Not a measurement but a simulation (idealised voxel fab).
Name of the process module below: voxel gate over fins
The figure presents cross-section cut, which has a width of 255 nm and is divided into square cells with an edge length of 5 nm.
For the purposes of this document, a cross-section shall be understood as a grid of square cells, specified as bands listed in top-to-bottom order, each band consisting of one or more rows of cells.
Each band's line starts with the height of the band's top and of its bottom, in nm. Then come its materials from left to right, each with its width in nm. One material with "everywhere" fills the band from edge to edge. "blank" is empty space.
Ref level 0: as-received wafer is one material below here. Bottom band extends down with no lower bound ("from 0 down").
Width: "30 to 40" (first number = top row, second number = bottom row, same change from row to row of cells).
"remained unchanged" after a step means that no cell of the cross-section changed.
Each empty space that has no open way to the top and spans at least 8 cells appears under "Enclosed voids" as width x height at distance, the distance counted from the left edge, all in nm.
On each step's line, the part that comes after the settings is the simulator's own comment on the step.
The line of a step may include "overlay nm". On a step with a mask, this value is how far to the right of its planned place the mask lay. A negative value means the mask lay to the left.

The steps planned for the process are as follows:
1: op RECEIVE | material Si
2: op CONFORMAL_DEP | material SiN | thk nm 5
3: op DIRECTIONAL_DEP | material aC | thk nm 10
4: op PATTERN | tone cover | mask id FINS | material resist | width nm 15 | pitch nm 50 | thk nm 25 | overlay nm 0
5: op DIRECTIONAL_ETCH | etch materials aC | depth nm 10
6: op STRIP | etch materials resist
7: op DIRECTIONAL_ETCH | etch materials SiN | depth nm 5
8: op DIRECTIONAL_ETCH | etch materials Si | depth nm 30
9: op STRIP | etch materials aC
10: op FILL_DEP | material SiO2 | thk nm 15
11: op CMP | height nm 5
12: op MASKED_ETCH | tone open | mask id RAIL | width nm 15 | etch materials SiO2 | depth nm 30 | overlay nm 0
13: op CONFORMAL_DEP | material TiN | thk nm 5
14: op FILL_DEP | material W | thk nm 10
15: op CMP | height nm 5
16: op SELECTIVE_ETCH | etch materials W Ru TiN | depth nm 25
17: op FILL_DEP | material SiO2 | thk nm 5
18: op CMP | height nm 5
19: op SELECTIVE_ETCH | etch materials SiO2 | depth nm 15
20: op STRIP | etch materials SiN
21: op CONFORMAL_DEP | material HfO2 | thk nm 5
22: op CONFORMAL_DEP | material TiN | thk nm 5
23: op CONFORMAL_DEP | material TiAl | thk nm 5
24: op CONFORMAL_DEP | material TiN | thk nm 5
25: op FILL_DEP | material W | thk nm 15
26: op CMP | height nm 30
27: op CONFORMAL_DEP | material SiN | thk nm 5

Wafer cross-section on receipt, i.e. after step 1:
> from 0 down = Si everywhere
> Enclosed voids: none

First of two wafers at the end of the module, shown in cross-section; run carried out as planned:
> from 35 to 30 = SiN everywhere
> from 30 to 20 = W everywhere
> from 20 to 15 = W 50 nm, TiN 155 nm, W 50 nm
> from 15 to 10 = W 50 nm, TiN 5 nm, TiAl 45 nm, TiN 5 nm, TiAl 45 nm, TiN 5 nm, TiAl 45 nm, TiN 5 nm, W 50 nm
> from 10 to 5 = TiN 55 nm, TiAl 5 nm, TiN 35 nm, TiAl 5 nm, TiN 5 nm, TiAl 5 nm, TiN 35 nm, TiAl 5 nm, TiN 5 nm, TiAl 5 nm, TiN 35 nm, TiAl 5 nm, TiN 55 nm
> from 5 to 0 = TiAl 60 nm, TiN 5 nm, HfO2 25 nm, TiN 5 nm, TiAl 15 nm, TiN 5 nm, HfO2 25 nm, TiN 5 nm, TiAl 15 nm, TiN 5 nm, HfO2 25 nm, TiN 5 nm, TiAl 60 nm
> from 0 to -5 = TiN 65 nm, HfO2 5 nm, Si 15 nm, HfO2 5 nm, TiN 25 nm, HfO2 5 nm, Si 15 nm, HfO2 5 nm, TiN 25 nm, HfO2 5 nm, Si 15 nm, HfO2 5 nm, TiN 65 nm
> from -5 to -10 = HfO2 70 nm, Si 15 nm, HfO2 35 nm, Si 15 nm, HfO2 35 nm, Si 15 nm, HfO2 70 nm
> from -10 to -20 = SiO2 70 nm, Si 15 nm, SiO2 35 nm, Si 15 nm, SiO2 35 nm, Si 15 nm, SiO2 70 nm
> from -20 to -25 = SiO2 70 nm, Si 15 nm, SiO2 10 nm, TiN 15 nm, SiO2 10 nm, Si 15 nm, SiO2 35 nm, Si 15 nm, SiO2 70 nm
> from -25 to -30 = SiO2 70 nm, Si 15 nm, SiO2 35 nm, Si 15 nm, SiO2 35 nm, Si 15 nm, SiO2 70 nm
> from -30 down = Si everywhere
> Enclosed voids: none

Cross-sectional image of the second wafer of the two following completion of the module. Starting state and process plan were the same as for the first wafer; one execution error occurred:
> from 35 to 30 = SiN everywhere
> from 30 to 20 = W everywhere
> from 20 to 15 = W 50 nm, TiN 155 nm, W 50 nm
> from 15 to 10 = W 50 nm, TiN 5 nm, TiAl 45 nm, TiN 5 nm, TiAl 45 nm, TiN 5 nm, TiAl 45 nm, TiN 5 nm, W 50 nm
> from 10 to 5 = TiN 55 nm, TiAl 5 nm, TiN 35 nm, TiAl 5 nm, TiN 5 nm, TiAl 5 nm, TiN 35 nm, TiAl 5 nm, TiN 5 nm, TiAl 5 nm, TiN 35 nm, TiAl 5 nm, TiN 55 nm
> from 5 to 0 = TiAl 60 nm, TiN 5 nm, HfO2 25 nm, TiN 5 nm, TiAl 15 nm, TiN 5 nm, HfO2 25 nm, TiN 5 nm, TiAl 15 nm, TiN 5 nm, HfO2 25 nm, TiN 5 nm, TiAl 60 nm
> from 0 to -5 = TiN 65 nm, HfO2 5 nm, Si 15 nm, HfO2 5 nm, TiN 25 nm, HfO2 5 nm, Si 15 nm, HfO2 5 nm, TiN 25 nm, HfO2 5 nm, Si 15 nm, HfO2 5 nm, TiN 65 nm
> from -5 to -10 = HfO2 70 nm, Si 15 nm, HfO2 35 nm, Si 15 nm, HfO2 35 nm, Si 15 nm, HfO2 70 nm
> from -10 to -20 = SiO2 70 nm, Si 15 nm, SiO2 35 nm, Si 15 nm, SiO2 35 nm, Si 15 nm, SiO2 70 nm
> from -20 to -25 = SiO2 70 nm, Si 15 nm, SiO2 10 nm, TiN 20 nm, SiO2 5 nm, Si 15 nm, SiO2 35 nm, Si 15 nm, SiO2 70 nm
> from -25 to -30 = SiO2 70 nm, Si 15 nm, SiO2 35 nm, Si 15 nm, SiO2 35 nm, Si 15 nm, SiO2 70 nm
> from -30 down = Si everywhere
> Enclosed voids: none
Plan not followed: step 12 did not happen as planned, as run it was op MASKED_ETCH | tone open | mask id RAIL | width nm 20 | etch materials SiO2 | depth nm 30 | overlay nm 0
Final difference in cells, second wafer against first, listed per material as more or fewer: -1 SiO2, +1 TiN
